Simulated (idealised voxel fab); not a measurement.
The document below concerns the process module designated voxel ribs on slabs.
We display cut, a cross-section 275 nm in width whose square cells are each 5 nm.
For the purposes of this document, a cross-section shall be understood as a grid of square cells, specified as bands listed in top-to-bottom order, each band consisting of one or more rows of cells. Band: top and bottom heights (nm) first, top before bottom; then materials from left to right, widths in nm. "everywhere" marks a sole material filling the band edge to edge. "empty" denotes empty space. Zero point of the height axis is 0; under it, received wafer = one material. Lowest band: continues down indefinitely, "from 0 down". The expression "30->40" gives the width at the extremes of the band, the first number at its top row of cells and the second at its bottom row, with the width changing by equal amounts from each row to the next in between. Step note "nothing changed" = no cross-section cell changed. "Sealed voids" means: voids of 8 cells or more that are shut off from the top with no open way through. Written width x height at distance, distance from the left edge, in nm. Anything after a step's settings on that line? It's the simulator's own note about the step. "overlay nm" answers the question of how far to the right of plan the mask lay on a step that has a mask, and when it is negative the answer is to the left.

These are the steps we planned for the process:
- 1: RECEIVE | material Si
- 2: DIRECTIONAL_DEP | material SiO2 | thk nm 30
- 3: DIRECTIONAL_DEP | material SiN | thk nm 25
- 4: PATTERN | tone cover | mask id RIB | material resist | width nm 30 | thk nm 20 | overlay nm 0
- 5: DIRECTIONAL_ETCH | etch materials SiN | depth nm 10
- 6: STRIP | etch materials resist
- 7: DIRECTIONAL_DEP | material aC | thk nm 10
- 8: PATTERN | tone cover | mask id SLAB | material resist | width nm 60 | thk nm 30 | overlay nm 0
- 9: DIRECTIONAL_ETCH | etch materials aC | depth nm 10
- 10: STRIP | etch materials resist
- 11: DIRECTIONAL_ETCH | etch materials SiN | depth nm 15
- 12: STRIP | etch materials aC
- 13: FILL_DEP | material SiO2 | thk nm 20
- 14: CMP | height nm 70
- 15: DIRECTIONAL_DEP | material TiN | thk nm 10
- 16: DIRECTIONAL_DEP | material aC | thk nm 15
- 17: PATTERN | tone cover | mask id HEATER | material resist | width nm 40 | thk nm 35 | overlay nm -15
- 18: DIRECTIONAL_ETCH | etch materials aC | depth nm 15
- 19: STRIP | etch materials resist
- 20: DIRECTIONAL_ETCH | etch materials TiN | depth nm 10
- 21: STRIP | etch materials aC
- 22: CONFORMAL_DEP | material SiO2 | thk nm 5
Be aware that, although all wafers share a common starting state, the overlay nm at step 17 differs among them, and the plan displays the first wafer's value.

Step 1 complete: as-received cross-section of the first of several wafers:
from 0 down  Si everywhere
Sealed voids: none

Last step of the module is step 22; after it, the first of several wafers in cross-section:
from 85 to 80  empty 95 nm  SiO2 50 nm  empty 130 nm
from 80 to 75  empty 95 nm  SiO2 5 nm  TiN 40 nm  SiO2 5 nm  empty 130 nm
from 75 to 70  SiO2 100 nm  TiN 40 nm  SiO2 135 nm
from 70 to 55  SiO2 everywhere
from 55 to 45  SiO2 120 nm  SiN 30 nm  SiO2 125 nm
from 45 to 30  SiO2 105 nm  SiN 60 nm  SiO2 110 nm
from 30 to 0  SiO2 everywhere
from 0 down  Si everywhere
Sealed voids: none

The final wafer, sectioned at module end:
from 85 to 80  empty 125 nm  SiO2 50 nm  empty 100 nm
from 80 to 75  empty 125 nm  SiO2 5 nm  TiN 40 nm  SiO2 5 nm  empty 100 nm
from 75 to 70  SiO2 130 nm  TiN 40 nm  SiO2 105 nm
from 70 to 55  SiO2 everywhere
from 55 to 45  SiO2 120 nm  SiN 30 nm  SiO2 125 nm
from 45 to 30  SiO2 105 nm  SiN 60 nm  SiO2 110 nm
from 30 to 0  SiO2 everywhere
from 0 down  Si everywhere
Sealed voids: none

The rows of the table below are wafers. Looking at the end of the module, a row counts, for every material, the cells the wafer has gained, shown as (+), or lost, shown as (-), since it was received; its closed voids come next:
overlay nm -15 | +48 SiN | +781 SiO2 | +16 TiN | Sealed voids: none
overlay nm -10 | +48 SiN | +781 SiO2 | +16 TiN | Sealed voids: none
overlay nm -5 | +48 SiN | +781 SiO2 | +16 TiN | Sealed voids: none
overlay nm 0 | +48 SiN | +781 SiO2 | +16 TiN | Sealed voids: none
overlay nm 5 | +48 SiN | +781 SiO2 | +16 TiN | Sealed voids: none
overlay nm 10 | +48 SiN | +781 SiO2 | +16 TiN | Sealed voids: none
overlay nm 15 | +48 SiN | +781 SiO2 | +16 TiN | Sealed voids: none
